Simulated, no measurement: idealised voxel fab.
process module | voxel fin reveal
cross-section cut | 275 nm wide | cells 5 nm
A cross-section is a grid of square cells, given in bands from the top down. A band is one or more rows of cells.
Each band's line starts with the height of the band's top and of its bottom, in nm. Then come its materials from left to right, each with its width in nm. One material with "throughout" fills the band from edge to edge. "air" is empty space.
Height 0 is the level under which the wafer as received is all one material. The lowest band goes on downwards, as in "0 down".
A width such as "30 to 40" changes by the same amount from each row of cells to the next, from the band's top row to its bottom row.
"no change" after a step means that no cell of the cross-section changed.
closed voids: empty space of 8 cells or more with no open way to the top, each as width x height at its distance from the left edge, in nm
after a step's settings: what the simulator itself notes on the step
overlay nm, on a step with a mask: how far to the right of its planned place the mask lay; to the left if negative
plan
1 op RECEIVE | material Si
2 op CONFORMAL_DEP | material SiN | thk nm 10
3 op MASKED_ETCH | tone cover | mask id FINS | width nm 15 | pitch nm 45 | etch materials SiN | depth nm 10 | overlay nm 0
4 op MASKED_ETCH | tone cover | mask id FINS | width nm 15 | pitch nm 45 | etch materials Si | depth nm 35 | overlay nm 0
5 op OXIDIZE | depth nm 5
6 op FILL_DEP | material SiO2 | thk nm 15
7 op CMP | height nm 10
8 op SELECTIVE_ETCH | etch materials SiO2 | depth nm 20
9 op STRIP | etch materials SiN
as received, after step 1
  0 down: Si throughout
  closed voids: none
first wafer at the end, as planned
  0 to -10: air 65 | Si 5 | air 40 | Si 5 | air 40 | Si 5 | air 40 | Si 5 | air 70
  -10 to -40: SiO2 65 | Si 5 | SiO2 40 | Si 5 | SiO2 40 | Si 5 | SiO2 40 | Si 5 | SiO2 70
  -40 down: Si throughout
  closed voids: none
second wafer at the end: like start, like plan, one mistake
  0 to -5: Si 55 | air 25 | Si 20 | air 25 | Si 20 | air 25 | Si 20 | air 25 | Si 60
  -5 down: Si throughout
  closed voids: none
what went wrong: step 3 ran as: op MASKED_ETCH | tone open | mask id FINS | width nm 15 | pitch nm 45 | etch materials SiN | depth nm 10 | overlay nm 0
at the end the second wafer has, in cells: 388 more of Si | 306 fewer of SiO2
